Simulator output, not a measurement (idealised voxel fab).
Documented hereafter: the process module known as voxel air gaps.
Square cell edge 5 nm, section width 195 nm, ID cut.
In what follows, cross-sections appear as grids of square cells, described through bands that run from the top down, where every band is one or more rows of cells. Band: top height; bottom height; in nm. Then, left to right: material with width in nm, for each material. "everywhere": a single material spanning edge to edge. "blank": empty space. Heights are expressed relative to 0, this being the level below which the as-received wafer comprises one material exclusively. The lowest band is unbounded in the downward direction and is denoted as in "0 and below". Per-row width for "30..40": begins at first number (top row of band), ends at second number (bottom row), increment between rows held constant. For the purposes of this document, the phrase "nothing altered" attached to a step denotes that no cell within the cross-section was modified by that step. Entry "Unvented internal voids". Content: empty spaces with no open connection to the top, size 8 cells or greater. Each: width x height at distance. Distance: from left edge. Unit: nm. On each step's line, the part that comes after the settings is the simulator's own comment on the step. For masked steps, "overlay nm" on the step line gives how far right of plan the mask actually lay; a minus sign means it lay to the left. If you're wondering how to read the rest of this, here's the deal. It's pairs of cross-sections: one from before a process step, one from after it. The after one is only drawn as far down as the lowest band that changed. Right under each pair you'll see which step sits between them and what its settings were. Don't read the pairs as one continuous story, though. They can come from different runs of this module on the same starting wafer, and a pair only carries on from the one above it where its entry headed "State before" says so.

**State before**
	0 and below: Si everywhere
	Unvented internal voids: none

**Post-Step Cross-Section**
	10 down to 0: SiO2 everywhere
	Unchanged below 0.
	Unvented internal voids: none
Between before and after above, the operation and settings are CONFORMAL_DEP (material SiO2; thk nm 10)

State before: The pre-step condition corresponds to the post-step cross-section depicted in the pair directly above.

**Post-Step Cross-Section**
	15 down to 10: SiN everywhere
	Unchanged below 10.
	Unvented internal voids: none
Between before and after above, the operation and settings are CONFORMAL_DEP (material SiN; thk nm 5)

State before: The pre-step condition corresponds to the post-step cross-section depicted in the pair directly above.

**Post-Step Cross-Section**
	50 down to 15: lowk everywhere
	Unchanged below 15.
	Unvented internal voids: none
Between before and after above, the operation and settings are DIRECTIONAL_DEP (material lowk; thk nm 35)

State before: The pre-step condition corresponds to the post-step cross-section depicted in the pair directly above.

**Post-Step Cross-Section**
	65 down to 50: aC everywhere
	Unchanged below 50.
	Unvented internal voids: none
Between before and after above, the operation and settings are DIRECTIONAL_DEP (material aC; thk nm 15)

State before: The pre-step condition corresponds to the post-step cross-section depicted in the pair directly above.

**Post-Step Cross-Section**
	95 down to 65: resist 45, then blank 15, then resist 30, then blank 15, then resist 30, then blank 15, then resist 45
	Unchanged below 65.
	Unvented internal voids: none
Between before and after above, the operation and settings are PATTERN (tone open; mask id LINES; material resist; width nm 15; pitch nm 45; thk nm 30; overlay nm 0)

State before: The pre-step condition corresponds to the post-step cross-section depicted in the pair directly above.

**Post-Step Cross-Section**
	80 down to 65: resist 45, then blank 15, then resist 30, then blank 15, then resist 30, then blank 15, then resist 45
	65 down to 50: aC 45, then blank 15, then aC 30, then blank 15, then aC 30, then blank 15, then aC 45
	Unchanged below 50.
	Unvented internal voids: none
Between before and after above, the operation and settings are DIRECTIONAL_ETCH (etch materials aC; depth nm 15)

State before: The pre-step condition corresponds to the post-step cross-section depicted in the pair directly above.

**Post-Step Cross-Section**
	65 down to 50: aC 45, then blank 15, then aC 30, then blank 15, then aC 30, then blank 15, then aC 45
	Unchanged below 50.
	Unvented internal voids: none
Between before and after above, the operation and settings are STRIP (etch materials resist)

State before: The pre-step condition corresponds to the post-step cross-section depicted in the pair directly above.

**Post-Step Cross-Section**
	65 down to 50: aC 45, then blank 15, then aC 30, then blank 15, then aC 30, then blank 15, then aC 45
	50 down to 15: lowk 45, then blank 15, then lowk 30, then blank 15, then lowk 30, then blank 15, then lowk 45
	Unchanged below 15.
	Unvented internal voids: none
Between before and after above, the operation and settings are DIRECTIONAL_ETCH (etch materials lowk; depth nm 35)

State before: The pre-step condition corresponds to the post-step cross-section depicted in the pair directly above.

**Post-Step Cross-Section**
	50 down to 15: lowk 45, then blank 15, then lowk 30, then blank 15, then lowk 30, then blank 15, then lowk 45
	Unchanged below 15.
	Unvented internal voids: none
Between before and after above, the operation and settings are STRIP (etch materials aC)

State before: The pre-step condition corresponds to the post-step cross-section depicted in the pair directly above.

**Post-Step Cross-Section**
	55 down to 50: TiN 50, then blank 5, then TiN 40, then blank 5, then TiN 40, then blank 5, then TiN 50
	50 down to 20: lowk 45, then TiN 5, then blank 5, then TiN 5, then lowk 30, then TiN 5, then blank 5, then TiN 5, then lowk 30, then TiN 5, then blank 5, then TiN 5, then lowk 45
	20 down to 15: lowk 45, then TiN 15, then lowk 30, then TiN 15, then lowk 30, then TiN 15, then lowk 45
	Unchanged below 15.
	Unvented internal voids: none
Between before and after above, the operation and settings are CONFORMAL_DEP (material TiN; thk nm 5)

State before: The pre-step condition corresponds to the post-step cross-section depicted in the pair directly above.

**Post-Step Cross-Section**
	60 down to 55: Cu everywhere
	55 down to 50: TiN 50, then Cu 5, then TiN 40, then Cu 5, then TiN 40, then Cu 5, then TiN 50
	50 down to 20: lowk 45, then TiN 5, then Cu 5, then TiN 5, then lowk 30, then TiN 5, then Cu 5, then TiN 5, then lowk 30, then TiN 5, then Cu 5, then TiN 5, then lowk 45
	Unchanged below 20.
	Unvented internal voids: none
Between before and after above, the operation and settings are FILL_DEP (material Cu; thk nm 5)

State before: The pre-step condition corresponds to the post-step cross-section depicted in the pair directly above.

**Post-Step Cross-Section**
	50 down to 20: lowk 45, then TiN 5, then Cu 5, then TiN 5, then lowk 30, then TiN 5, then Cu 5, then TiN 5, then lowk 30, then TiN 5, then Cu 5, then TiN 5, then lowk 45
	Unchanged below 20.
	Unvented internal voids: none
Between before and after above, the operation and settings are CMP (height nm 50)

State before: The pre-step condition corresponds to the post-step cross-section depicted in the pair directly above.

**Post-Step Cross-Section**
	60 down to 50: blank 35, then Ru 35, then blank 10, then Ru 35, then blank 10, then Ru 35, then blank 35
	Unchanged below 50.
	Unvented internal voids: none
Between before and after above, the operation and settings are EPI (material Ru; thk nm 10)

State before: The pre-step condition corresponds to the post-step cross-section depicted in the pair directly above.

**Post-Step Cross-Section**
	60 down to 50: blank 35, then Ru 35, then blank 10, then Ru 35, then blank 10, then Ru 35, then blank 35
	50 down to 20: blank 45, then TiN 5, then Cu 5, then TiN 5, then blank 30, then TiN 5, then Cu 5, then TiN 5, then blank 30, then TiN 5, then Cu 5, then TiN 5, then blank 45
	20 down to 15: blank 45, then TiN 15, then blank 30, then TiN 15, then blank 30, then TiN 15, then blank 45
	Unchanged below 15.
	Unvented internal voids: none
Between before and after above, the operation and settings are SELECTIVE_ETCH (etch materials lowk; depth nm 45)

State before: The pre-step condition corresponds to the post-step cross-section depicted in the pair directly above.

**Post-Step Cross-Section**
	65 down to 60: blank 30, then SiN 135, then blank 30
	60 down to 50: blank 30, then SiN 5, then Ru 35, then SiN 10, then Ru 35, then SiN 10, then Ru 35, then SiN 5, then blank 30
	50 down to 45: blank 30, then SiN 15, then TiN 5, then Cu 5, then TiN 5, then SiN 30, then TiN 5, then Cu 5, then TiN 5, then SiN 30, then TiN 5, then Cu 5, then TiN 5, then SiN 15, then blank 30
	45 down to 20: blank 40, then SiN 5, then TiN 5, then Cu 5, then TiN 5, then SiN 5, then blank 20, then SiN 5, then TiN 5, then Cu 5, then TiN 5, then SiN 5, then blank 20, then SiN 5, then TiN 5, then Cu 5, then TiN 5, then SiN 5, then blank 40
	20 down to 15: SiN 45, then TiN 15, then SiN 30, then TiN 15, then SiN 30, then TiN 15, then SiN 45
	Unchanged below 15.
	Unvented internal voids: 20 x 25 at 65; 20 x 25 at 110
Between before and after above, the operation and settings are CONFORMAL_DEP (material SiN; thk nm 5)

**State before**
	60 down to 50: blank 35, then Ru 35, then blank 10, then Ru 35, then blank 10, then Ru 35, then blank 35
	50 down to 20: lowk 45, then TiN 5, then Cu 5, then TiN 5, then lowk 30, then TiN 5, then Cu 5, then TiN 5, then lowk 30, then TiN 5, then Cu 5, then TiN 5, then lowk 45
	20 down to 15: lowk 45, then TiN 15, then lowk 30, then TiN 15, then lowk 30, then TiN 15, then lowk 45
	15 down to 10: SiN everywhere
	10 down to 0: SiO2 everywhere
	0 and below: Si everywhere
	Unvented internal voids: none

**Post-Step Cross-Section**
	70 down to 50: blank 25, then Ru 145, then blank 25
	Unchanged below 50.
	Unvented internal voids: none
Between before and after above, the operation and settings are EPI (material Ru; thk nm 10)

State before: The pre-step condition corresponds to the post-step cross-section depicted in the pair directly above.

**Post-Step Cross-Section**
	70 down to 50: blank 25, then Ru 145, then blank 25
	50 down to 20: blank 45, then TiN 5, then Cu 5, then TiN 5, then lowk 30, then TiN 5, then Cu 5, then TiN 5, then lowk 30, then TiN 5, then Cu 5, then TiN 5, then blank 45
	20 down to 15: blank 45, then TiN 15, then lowk 30, then TiN 15, then lowk 30, then TiN 15, then blank 45
	Unchanged below 15.
	Unvented internal voids: none
Between before and after above, the operation and settings are SELECTIVE_ETCH (etch materials lowk; depth nm 45)

State before: The pre-step condition corresponds to the post-step cross-section depicted in the pair directly above.

**Post-Step Cross-Section**
	75 down to 70: blank 20, then SiN 155, then blank 20
	70 down to 50: blank 20, then SiN 5, then Ru 145, then SiN 5, then blank 20
	50 down to 45: blank 20, then SiN 25, then TiN 5, then Cu 5, then TiN 5, then lowk 30, then TiN 5, then Cu 5, then TiN 5, then lowk 30, then TiN 5, then Cu 5, then TiN 5, then SiN 25, then blank 20
	45 down to 20: blank 40, then SiN 5, then TiN 5, then Cu 5, then TiN 5, then lowk 30, then TiN 5, then Cu 5, then TiN 5, then lowk 30, then TiN 5, then Cu 5, then TiN 5, then SiN 5, then blank 40
	20 down to 15: SiN 45, then TiN 15, then lowk 30, then TiN 15, then lowk 30, then TiN 15, then SiN 45
	Unchanged below 15.
	Unvented internal voids: none
Between before and after above, the operation and settings are CONFORMAL_DEP (material SiN; thk nm 5)

**State before**
	10 down to 0: SiO2 everywhere
	0 and below: Si everywhere
	Unvented internal voids: none

**Post-Step Cross-Section**
	45 down to 10: lowk everywhere
	Unchanged below 10.
	Unvented internal voids: none
Between before and after above, the operation and settings are DIRECTIONAL_DEP (material lowk; thk nm 35)

State before: The pre-step condition corresponds to the post-step cross-section depicted in the pair directly above.

**Post-Step Cross-Section**
	50 down to 45: SiN everywhere
	Unchanged below 45.
	Unvented internal voids: none
Between before and after above, the operation and settings are CONFORMAL_DEP (material SiN; thk nm 5)

State before: The pre-step condition corresponds to the post-step cross-section depicted in the pair directly above.

**Post-Step Cross-Section**
	65 down to 50: aC everywhere
	Unchanged below 50.
	Unvented internal voids: none
Between before and after above, the operation and settings are DIRECTIONAL_DEP (material aC; thk nm 15)

State before: The pre-step condition corresponds to the post-step cross-section depicted in the pair directly above.

**Post-Step Cross-Section**
	95 down to 65: resist 45, then blank 15, then resist 30, then blank 15, then resist 30, then blank 15, then resist 45
	Unchanged below 65.
	Unvented internal voids: none
Between before and after above, the operation and settings are PATTERN (tone open; mask id LINES; material resist; width nm 15; pitch nm 45; thk nm 30; overlay nm 0)

State before: The pre-step condition corresponds to the post-step cross-section depicted in the pair directly above.

**Post-Step Cross-Section**
	80 down to 65: resist 45, then blank 15, then resist 30, then blank 15, then resist 30, then blank 15, then resist 45
	65 down to 50: aC 45, then blank 15, then aC 30, then blank 15, then aC 30, then blank 15, then aC 45
	Unchanged below 50.
	Unvented internal voids: none
Between before and after above, the operation and settings are DIRECTIONAL_ETCH (etch materials aC; depth nm 15)

State before: The pre-step condition corresponds to the post-step cross-section depicted in the pair directly above.

**Post-Step Cross-Section**
	65 down to 50: aC 45, then blank 15, then aC 30, then blank 15, then aC 30, then blank 15, then aC 45
	Unchanged below 50.
	Unvented internal voids: none
Between before and after above, the operation and settings are STRIP (etch materials resist)

State before: The pre-step condition corresponds to the post-step cross-section depicted in the pair directly above.

**Post-Step Cross-Section**
	50 down to 45: SiN everywhere
	Unchanged below 45.
	Unvented internal voids: none
Between before and after above, the operation and settings are STRIP (etch materials aC)

State before: The pre-step condition corresponds to the post-step cross-section depicted in the pair directly above.

**Post-Step Cross-Section**
	55 down to 50: TiN everywhere
	Unchanged below 50.
	Unvented internal voids: none
Between before and after above, the operation and settings are CONFORMAL_DEP (material TiN; thk nm 5)

State before: The pre-step condition corresponds to the post-step cross-section depicted in the pair directly above.

**Post-Step Cross-Section**
	60 down to 55: Cu everywhere
	Unchanged below 55.
	Unvented internal voids: none
Between before and after above, the operation and settings are FILL_DEP (material Cu; thk nm 5)

State before: The pre-step condition corresponds to the post-step cross-section depicted in the pair directly above.

**Post-Step Cross-Section**
	50 down to 45: SiN everywhere
	Unchanged below 45.
	Unvented internal voids: none
Between before and after above, the operation and settings are CMP (height nm 50)

State before: The pre-step condition corresponds to the post-step cross-section depicted in the pair directly above.

**Post-Step Cross-Section**
	55 down to 45: SiN everywhere
	Unchanged below 45.
	Unvented internal voids: none
Between before and after above, the operation and settings are CONFORMAL_DEP (material SiN; thk nm 5)

**State before**
	60 down to 55: Cu everywhere
	55 down to 50: TiN 50, then Cu 5, then TiN 40, then Cu 5, then TiN 40, then Cu 5, then TiN 50
	50 down to 20: lowk 45, then TiN 5, then Cu 5, then TiN 5, then lowk 30, then TiN 5, then Cu 5, then TiN 5, then lowk 30, then TiN 5, then Cu 5, then TiN 5, then lowk 45
	20 down to 15: lowk 45, then TiN 15, then lowk 30, then TiN 15, then lowk 30, then TiN 15, then lowk 45
	15 down to 10: SiN everywhere
	10 down to 0: SiO2 everywhere
	0 and below: Si everywhere
	Unvented internal voids: none

**Post-Step Cross-Section**
	55 down to 50: TiN 50, then Cu 5, then TiN 40, then Cu 5, then TiN 40, then Cu 5, then TiN 50
	Unchanged below 50.
	Unvented internal voids: none
Between before and after above, the operation and settings are CMP (height nm 55)

State before: The pre-step condition corresponds to the post-step cross-section depicted in the pair directly above.

**Post-Step Cross-Section**
	65 down to 55: Ru everywhere
	Unchanged below 55.
	Unvented internal voids: none
Between before and after above, the operation and settings are EPI (material Ru; thk nm 10)

State before: The pre-step condition corresponds to the post-step cross-section depicted in the pair directly above.

**Post-Step Cross-Section**
	70 down to 65: SiN everywhere
	Unchanged below 65.
	Unvented internal voids: none
Between before and after above, the operation and settings are CONFORMAL_DEP (material SiN; thk nm 5)

**State before**
	65 down to 50: aC everywhere
	50 down to 15: lowk everywhere
	15 down to 10: SiN everywhere
	10 down to 0: SiO2 everywhere
	0 and below: Si everywhere
	Unvented internal voids: none

**Post-Step Cross-Section**
	95 down to 65: resist 45, then blank 20, then resist 25, then blank 20, then resist 25, then blank 20, then resist 40
	Unchanged below 65.
	Unvented internal voids: none
Between before and after above, the operation and settings are PATTERN (tone open; mask id LINES; material resist; width nm 20; pitch nm 45; thk nm 30; overlay nm 0)

State before: The pre-step condition corresponds to the post-step cross-section depicted in the pair directly above.

**Post-Step Cross-Section**
	80 down to 65: resist 45, then blank 20, then resist 25, then blank 20, then resist 25, then blank 20, then resist 40
	65 down to 50: aC 45, then blank 20, then aC 25, then blank 20, then aC 25, then blank 20, then aC 40
	Unchanged below 50.
	Unvented internal voids: none
Between before and after above, the operation and settings are DIRECTIONAL_ETCH (etch materials aC; depth nm 15)

State before: The pre-step condition corresponds to the post-step cross-section depicted in the pair directly above.

**Post-Step Cross-Section**
	65 down to 50: aC 45, then blank 20, then aC 25, then blank 20, then aC 25, then blank 20, then aC 40
	Unchanged below 50.
	Unvented internal voids: none
Between before and after above, the operation and settings are STRIP (etch materials resist)

State before: The pre-step condition corresponds to the post-step cross-section depicted in the pair directly above.

**Post-Step Cross-Section**
	65 down to 50: aC 45, then blank 20, then aC 25, then blank 20, then aC 25, then blank 20, then aC 40
	50 down to 15: lowk 45, then blank 20, then lowk 25, then blank 20, then lowk 25, then blank 20, then lowk 40
	Unchanged below 15.
	Unvented internal voids: none
Between before and after above, the operation and settings are DIRECTIONAL_ETCH (etch materials lowk; depth nm 35)

State before: The pre-step condition corresponds to the post-step cross-section depicted in the pair directly above.

**Post-Step Cross-Section**
	50 down to 15: lowk 45, then blank 20, then lowk 25, then blank 20, then lowk 25, then blank 20, then lowk 40
	Unchanged below 15.
	Unvented internal voids: none
Between before and after above, the operation and settings are STRIP (etch materials aC)

State before: The pre-step condition corresponds to the post-step cross-section depicted in the pair directly above.

**Post-Step Cross-Section**
	55 down to 50: TiN 50, then blank 10, then TiN 35, then blank 10, then TiN 35, then blank 10, then TiN 45
	50 down to 20: lowk 45, then TiN 5, then blank 10, then TiN 5, then lowk 25, then TiN 5, then blank 10, then TiN 5, then lowk 25, then TiN 5, then blank 10, then TiN 5, then lowk 40
	20 down to 15: lowk 45, then TiN 20, then lowk 25, then TiN 20, then lowk 25, then TiN 20, then lowk 40
	Unchanged below 15.
	Unvented internal voids: none
Between before and after above, the operation and settings are CONFORMAL_DEP (material TiN; thk nm 5)

State before: The pre-step condition corresponds to the post-step cross-section depicted in the pair directly above.

**Post-Step Cross-Section**
	60 down to 55: Cu everywhere
	55 down to 50: TiN 50, then Cu 10, then TiN 35, then Cu 10, then TiN 35, then Cu 10, then TiN 45
	50 down to 20: lowk 45, then TiN 5, then Cu 10, then TiN 5, then lowk 25, then TiN 5, then Cu 10, then TiN 5, then lowk 25, then TiN 5, then Cu 10, then TiN 5, then lowk 40
	Unchanged below 20.
	Unvented internal voids: none
Between before and after above, the operation and settings are FILL_DEP (material Cu; thk nm 5)

State before: The pre-step condition corresponds to the post-step cross-section depicted in the pair directly above.

**Post-Step Cross-Section**
	50 down to 20: lowk 45, then TiN 5, then Cu 10, then TiN 5, then lowk 25, then TiN 5, then Cu 10, then TiN 5, then lowk 25, then TiN 5, then Cu 10, then TiN 5, then lowk 40
	Unchanged below 20.
	Unvented internal voids: none
Between before and after above, the operation and settings are CMP (height nm 50)

State before: The pre-step condition corresponds to the post-step cross-section depicted in the pair directly above.

**Post-Step Cross-Section**
	60 down to 50: blank 35, then Ru 40, then blank 5, then Ru 40, then blank 5, then Ru 40, then blank 30
	Unchanged below 50.
	Unvented internal voids: none
Between before and after above, the operation and settings are EPI (material Ru; thk nm 10)

State before: The pre-step condition corresponds to the post-step cross-section depicted in the pair directly above.

**Post-Step Cross-Section**
	60 down to 50: blank 35, then Ru 40, then blank 5, then Ru 40, then blank 5, then Ru 40, then blank 30
	50 down to 20: blank 45, then TiN 5, then Cu 10, then TiN 5, then blank 25, then TiN 5, then Cu 10, then TiN 5, then blank 25, then TiN 5, then Cu 10, then TiN 5, then blank 40
	20 down to 15: blank 45, then TiN 20, then blank 25, then TiN 20, then blank 25, then TiN 20, then blank 40
	Unchanged below 15.
	Unvented internal voids: none
Between before and after above, the operation and settings are SELECTIVE_ETCH (etch materials lowk; depth nm 45)

State before: The pre-step condition corresponds to the post-step cross-section depicted in the pair directly above.

**Post-Step Cross-Section**
	65 down to 60: blank 30, then SiN 140, then blank 25
	60 down to 50: blank 30, then SiN 5, then Ru 40, then SiN 5, then Ru 40, then SiN 5, then Ru 40, then SiN 5, then blank 25
	50 down to 45: blank 30, then SiN 15, then TiN 5, then Cu 10, then TiN 5, then SiN 25, then TiN 5, then Cu 10, then TiN 5, then SiN 25, then TiN 5, then Cu 10, then TiN 5, then SiN 15, then blank 25
	45 down to 20: blank 40, then SiN 5, then TiN 5, then Cu 10, then TiN 5, then SiN 5, then blank 15, then SiN 5, then TiN 5, then Cu 10, then TiN 5, then SiN 5, then blank 15, then SiN 5, then TiN 5, then Cu 10, then TiN 5, then SiN 5, then blank 35
	20 down to 15: SiN 45, then TiN 20, then SiN 25, then TiN 20, then SiN 25, then TiN 20, then SiN 40
	Unchanged below 15.
	Unvented internal voids: 15 x 25 at 70; 15 x 25 at 115
Between before and after above, the operation and settings are CONFORMAL_DEP (material SiN; thk nm 5)

**State before**
	65 down to 50: aC everywhere
	50 down to 15: lowk everywhere
	15 down to 10: SiN everywhere
	10 down to 0: SiO2 everywhere
	0 and below: Si everywhere
	Unvented internal voids: none

**Post-Step Cross-Section**
	95 down to 65: resist 35, then blank 15, then resist 30, then blank 15, then resist 30, then blank 15, then resist 55
	Unchanged below 65.
	Unvented internal voids: none
Between before and after above, the operation and settings are PATTERN (tone open; mask id LINES; material resist; width nm 15; pitch nm 45; thk nm 30; overlay nm -10)

State before: The pre-step condition corresponds to the post-step cross-section depicted in the pair directly above.

**Post-Step Cross-Section**
	80 down to 65: resist 35, then blank 15, then resist 30, then blank 15, then resist 30, then blank 15, then resist 55
	65 down to 50: aC 35, then blank 15, then aC 30, then blank 15, then aC 30, then blank 15, then aC 55
	Unchanged below 50.
	Unvented internal voids: none
Between before and after above, the operation and settings are DIRECTIONAL_ETCH (etch materials aC; depth nm 15)

State before: The pre-step condition corresponds to the post-step cross-section depicted in the pair directly above.

**Post-Step Cross-Section**
	65 down to 50: aC 35, then blank 15, then aC 30, then blank 15, then aC 30, then blank 15, then aC 55
	Unchanged below 50.
	Unvented internal voids: none
Between before and after above, the operation and settings are STRIP (etch materials resist)

State before: The pre-step condition corresponds to the post-step cross-section depicted in the pair directly above.

**Post-Step Cross-Section**
	65 down to 50: aC 35, then blank 15, then aC 30, then blank 15, then aC 30, then blank 15, then aC 55
	50 down to 15: lowk 35, then blank 15, then lowk 30, then blank 15, then lowk 30, then blank 15, then lowk 55
	Unchanged below 15.
	Unvented internal voids: none
Between before and after above, the operation and settings are DIRECTIONAL_ETCH (etch materials lowk; depth nm 35)

State before: The pre-step condition corresponds to the post-step cross-section depicted in the pair directly above.

**Post-Step Cross-Section**
	50 down to 15: lowk 35, then blank 15, then lowk 30, then blank 15, then lowk 30, then blank 15, then lowk 55
	Unchanged below 15.
	Unvented internal voids: none
Between before and after above, the operation and settings are STRIP (etch materials aC)

State before: The pre-step condition corresponds to the post-step cross-section depicted in the pair directly above.

**Post-Step Cross-Section**
	55 down to 50: TiN 40, then blank 5, then TiN 40, then blank 5, then TiN 40, then blank 5, then TiN 60
	50 down to 20: lowk 35, then TiN 5, then blank 5, then TiN 5, then lowk 30, then TiN 5, then blank 5, then TiN 5, then lowk 30, then TiN 5, then blank 5, then TiN 5, then lowk 55
	20 down to 15: lowk 35, then TiN 15, then lowk 30, then TiN 15, then lowk 30, then TiN 15, then lowk 55
	Unchanged below 15.
	Unvented internal voids: none
Between before and after above, the operation and settings are CONFORMAL_DEP (material TiN; thk nm 5)

State before: The pre-step condition corresponds to the post-step cross-section depicted in the pair directly above.

**Post-Step Cross-Section**
	60 down to 55: Cu everywhere
	55 down to 50: TiN 40, then Cu 5, then TiN 40, then Cu 5, then TiN 40, then Cu 5, then TiN 60
	50 down to 20: lowk 35, then TiN 5, then Cu 5, then TiN 5, then lowk 30, then TiN 5, then Cu 5, then TiN 5, then lowk 30, then TiN 5, then Cu 5, then TiN 5, then lowk 55
	Unchanged below 20.
	Unvented internal voids: none
Between before and after above, the operation and settings are FILL_DEP (material Cu; thk nm 5)

State before: The pre-step condition corresponds to the post-step cross-section depicted in the pair directly above.

**Post-Step Cross-Section**
	50 down to 20: lowk 35, then TiN 5, then Cu 5, then TiN 5, then lowk 30, then TiN 5, then Cu 5, then TiN 5, then lowk 30, then TiN 5, then Cu 5, then TiN 5, then lowk 55
	Unchanged below 20.
	Unvented internal voids: none
Between before and after above, the operation and settings are CMP (height nm 50)

State before: The pre-step condition corresponds to the post-step cross-section depicted in the pair directly above.

**Post-Step Cross-Section**
	60 down to 50: blank 25, then Ru 35, then blank 10, then Ru 35, then blank 10, then Ru 35, then blank 45
	Unchanged below 50.
	Unvented internal voids: none
Between before and after above, the operation and settings are EPI (material Ru; thk nm 10)

State before: The pre-step condition corresponds to the post-step cross-section depicted in the pair directly above.

**Post-Step Cross-Section**
	60 down to 50: blank 25, then Ru 35, then blank 10, then Ru 35, then blank 10, then Ru 35, then blank 45
	50 down to 20: blank 35, then TiN 5, then Cu 5, then TiN 5, then blank 30, then TiN 5, then Cu 5, then TiN 5, then blank 30, then TiN 5, then Cu 5, then TiN 5, then blank 55
	20 down to 15: blank 35, then TiN 15, then blank 30, then TiN 15, then blank 30, then TiN 15, then blank 55
	Unchanged below 15.
	Unvented internal voids: none
Between before and after above, the operation and settings are SELECTIVE_ETCH (etch materials lowk; depth nm 45)

State before: The pre-step condition corresponds to the post-step cross-section depicted in the pair directly above.

**Post-Step Cross-Section**
	65 down to 60: blank 20, then SiN 135, then blank 40
	60 down to 50: blank 20, then SiN 5, then Ru 35, then SiN 10, then Ru 35, then SiN 10, then Ru 35, then SiN 5, then blank 40
	50 down to 45: blank 20, then SiN 15, then TiN 5, then Cu 5, then TiN 5, then SiN 30, then TiN 5, then Cu 5, then TiN 5, then SiN 30, then TiN 5, then Cu 5, then TiN 5, then SiN 15, then blank 40
	45 down to 20: blank 30, then SiN 5, then TiN 5, then Cu 5, then TiN 5, then SiN 5, then blank 20, then SiN 5, then TiN 5, then Cu 5, then TiN 5, then SiN 5, then blank 20, then SiN 5, then TiN 5, then Cu 5, then TiN 5, then SiN 5, then blank 50
	20 down to 15: SiN 35, then TiN 15, then SiN 30, then TiN 15, then SiN 30, then TiN 15, then SiN 55
	Unchanged below 15.
	Unvented internal voids: 20 x 25 at 55; 20 x 25 at 100
Between before and after above, the operation and settings are CONFORMAL_DEP (material SiN; thk nm 5)

**State before**
	60 down to 50: blank 35, then Ru 35, then blank 10, then Ru 35, then blank 10, then Ru 35, then blank 35
	50 down to 20: blank 45, then TiN 5, then Cu 5, then TiN 5, then blank 30, then TiN 5, then Cu 5, then TiN 5, then blank 30, then TiN 5, then Cu 5, then TiN 5, then blank 45
	20 down to 15: blank 45, then TiN 15, then blank 30, then TiN 15, then blank 30, then TiN 15, then blank 45
	15 down to 10: SiN everywhere
	10 down to 0: SiO2 everywhere
	0 and below: Si everywhere
	Unvented internal voids: none

**Post-Step Cross-Section**
	65 down to 60: blank 30, then lowk 135, then blank 30
	60 down to 50: blank 30, then lowk 5, then Ru 35, then lowk 10, then Ru 35, then lowk 10, then Ru 35, then lowk 5, then blank 30
	50 down to 45: blank 30, then lowk 15, then TiN 5, then Cu 5, then TiN 5, then lowk 30, then TiN 5, then Cu 5, then TiN 5, then lowk 30, then TiN 5, then Cu 5, then TiN 5, then lowk 15, then blank 30
	45 down to 20: blank 40, then lowk 5, then TiN 5, then Cu 5, then TiN 5, then lowk 5, then blank 20, then lowk 5, then TiN 5, then Cu 5, then TiN 5, then lowk 5, then blank 20, then lowk 5, then TiN 5, then Cu 5, then TiN 5, then lowk 5, then blank 40
	20 down to 15: lowk 45, then TiN 15, then lowk 30, then TiN 15, then lowk 30, then TiN 15, then lowk 45
	Unchanged below 15.
	Unvented internal voids: 20 x 25 at 65; 20 x 25 at 110
Between before and after above, the operation and settings are CONFORMAL_DEP (material lowk; thk nm 5)

**State before**
	65 down to 50: aC everywhere
	50 down to 15: lowk everywhere
	15 down to 10: SiN everywhere
	10 down to 0: SiO2 everywhere
	0 and below: Si everywhere
	Unvented internal voids: none

**Post-Step Cross-Section**
	95 down to 65: blank 45, then resist 15, then blank 30, then resist 15, then blank 30, then resist 15, then blank 45
	Unchanged below 65.
	Unvented internal voids: none
Between before and after above, the operation and settings are PATTERN (tone cover; mask id LINES; material resist; width nm 15; pitch nm 45; thk nm 30; overlay nm 0)

State before: The pre-step condition corresponds to the post-step cross-section depicted in the pair directly above.

**Post-Step Cross-Section**
	80 down to 65: blank 45, then resist 15, then blank 30, then resist 15, then blank 30, then resist 15, then blank 45
	65 down to 50: blank 45, then aC 15, then blank 30, then aC 15, then blank 30, then aC 15, then blank 45
	Unchanged below 50.
	Unvented internal voids: none
Between before and after above, the operation and settings are DIRECTIONAL_ETCH (etch materials aC; depth nm 15)

State before: The pre-step condition corresponds to the post-step cross-section depicted in the pair directly above.

**Post-Step Cross-Section**
	65 down to 50: blank 45, then aC 15, then blank 30, then aC 15, then blank 30, then aC 15, then blank 45
	Unchanged below 50.
	Unvented internal voids: none
Between before and after above, the operation and settings are STRIP (etch materials resist)

State before: The pre-step condition corresponds to the post-step cross-section depicted in the pair directly above.

**Post-Step Cross-Section**
	65 down to 50: blank 45, then aC 15, then blank 30, then aC 15, then blank 30, then aC 15, then blank 45
	50 down to 15: blank 45, then lowk 15, then blank 30, then lowk 15, then blank 30, then lowk 15, then blank 45
	Unchanged below 15.
	Unvented internal voids: none
Between before and after above, the operation and settings are DIRECTIONAL_ETCH (etch materials lowk; depth nm 35)

State before: The pre-step condition corresponds to the post-step cross-section depicted in the pair directly above.

**Post-Step Cross-Section**
	50 down to 15: blank 45, then lowk 15, then blank 30, then lowk 15, then blank 30, then lowk 15, then blank 45
	Unchanged below 15.
	Unvented internal voids: none
Between before and after above, the operation and settings are STRIP (etch materials aC)

State before: The pre-step condition corresponds to the post-step cross-section depicted in the pair directly above.

**Post-Step Cross-Section**
	55 down to 50: blank 40, then TiN 25, then blank 20, then TiN 25, then blank 20, then TiN 25, then blank 40
	50 down to 20: blank 40, then TiN 5, then lowk 15, then TiN 5, then blank 20, then TiN 5, then lowk 15, then TiN 5, then blank 20, then TiN 5, then lowk 15, then TiN 5, then blank 40
	20 down to 15: TiN 45, then lowk 15, then TiN 30, then lowk 15, then TiN 30, then lowk 15, then TiN 45
	Unchanged below 15.
	Unvented internal voids: none
Between before and after above, the operation and settings are CONFORMAL_DEP (material TiN; thk nm 5)

State before: The pre-step condition corresponds to the post-step cross-section depicted in the pair directly above.

**Post-Step Cross-Section**
	60 down to 55: Cu everywhere
	55 down to 50: Cu 40, then TiN 25, then Cu 20, then TiN 25, then Cu 20, then TiN 25, then Cu 40
	50 down to 20: Cu 40, then TiN 5, then lowk 15, then TiN 5, then Cu 20, then TiN 5, then lowk 15, then TiN 5, then Cu 20, then TiN 5, then lowk 15, then TiN 5, then Cu 40
	Unchanged below 20.
	Unvented internal voids: none
Between before and after above, the operation and settings are FILL_DEP (material Cu; thk nm 5)

State before: The pre-step condition corresponds to the post-step cross-section depicted in the pair directly above.

**Post-Step Cross-Section**
	50 down to 20: Cu 40, then TiN 5, then lowk 15, then TiN 5, then Cu 20, then TiN 5, then lowk 15, then TiN 5, then Cu 20, then TiN 5, then lowk 15, then TiN 5, then Cu 40
	Unchanged below 20.
	Unvented internal voids: none
Between before and after above, the operation and settings are CMP (height nm 50)
